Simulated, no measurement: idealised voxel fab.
Name of the process module below: voxel tone inversion
Section cut is 240 nm wide and gridded with 5 nm square cells.
Cross-section, as written here: a square-cell grid given band by band from the top down, where a band holds one or more rows of cells.
For a band, the entry starts with two heights in nm, that of the top and then that of the bottom, and carries on with the band's materials in order from left to right, each alongside its width in nm; the word "everywhere" beside a single material means it fills the band edge to edge, and "blank" means empty space.
Below 0: as-received wafer, all one material; heights counted from there. Lowest band: no bottom, goes on down, written "0 -> down".
It should be noted that a width expressed as "30..40" varies in equal increments from row to row of cells within the band, taking the value of the first number at the top row and that of the second number at the bottom row.
"remained unchanged" after a step means that no cell of the cross-section changed.
You'll see "Enclosed void catalog" listing empty spaces that have no way open to the top, as long as they're 8 cells or more; the notation is width x height at distance, where the distance is from the left edge, and all of it is in nm.
after a step's settings: what the simulator itself notes on the step
overlay nm: step with mask; distance mask lay right of planned place; negative value = left of planned place.

-- The planned process steps are enumerated hereunder
1 RECEIVE [material Si]
2 CONFORMAL_DEP [material SiN] [thk nm 5]
3 DIRECTIONAL_DEP [material polySi] [thk nm 20]
4 PATTERN [tone cover] [mask id POSTS] [material resist] [width nm 15] [pitch nm 45] [thk nm 25] [overlay nm 0]
5 DIRECTIONAL_ETCH [etch materials polySi] [depth nm 20]
6 STRIP [etch materials resist]
7 FILL_DEP [material lowk] [thk nm 10]
8 CMP [height nm 25]
9 STRIP [etch materials polySi]
10 CONFORMAL_DEP [material TiN] [thk nm 5]
11 FILL_DEP [material Cu] [thk nm 10]
12 CMP [height nm 25]
13 CONFORMAL_DEP [material SiCN] [thk nm 5]

-- The cross-section here shows the wafer as received, i.e. in its state after step 1
    0 -> down = Si everywhere
    Enclosed void catalog: none

-- Post-module cross-section of the first of two wafers (run per plan)
    30 -> 25 = SiCN everywhere
    25 -> 10 = lowk: 45  TiN: 5  Cu: 5  TiN: 5  lowk: 30  TiN: 5  Cu: 5  TiN: 5  lowk: 30  TiN: 5  Cu: 5  TiN: 5  lowk: 30  TiN: 5  Cu: 5  TiN: 5  lowk: 45
    10 -> 5 = lowk: 45  TiN: 15  lowk: 30  TiN: 15  lowk: 30  TiN: 15  lowk: 30  TiN: 15  lowk: 45
    5 -> 0 = SiN everywhere
    0 -> down = Si everywhere
    Enclosed void catalog: none

-- Second wafer cross-section at end of module - shared start and plan with the first, one mistake in the run
    30 -> 25 = SiCN everywhere
    25 -> 10 = lowk: 45  TiN: 5  Cu: 5  TiN: 5  lowk: 30  TiN: 5  Cu: 5  TiN: 5  lowk: 30  TiN: 5  Cu: 5  TiN: 5  lowk: 30  TiN: 5  Cu: 5  TiN: 5  lowk: 45
    10 -> 5 = lowk: 45  TiN: 15  lowk: 30  TiN: 15  lowk: 30  TiN: 15  lowk: 30  TiN: 15  lowk: 45
    5 -> 0 = lowk everywhere
    0 -> down = Si everywhere
    Enclosed void catalog: none
What broke from the plan during processing? heads up, step 2 didn't go per plan, it actually ran as CONFORMAL_DEP [material lowk] [thk nm 5]
Final tally in cells, some materials are higher or lower on the second wafer than on the first: 48 fewer of SiN; 48 more of lowk
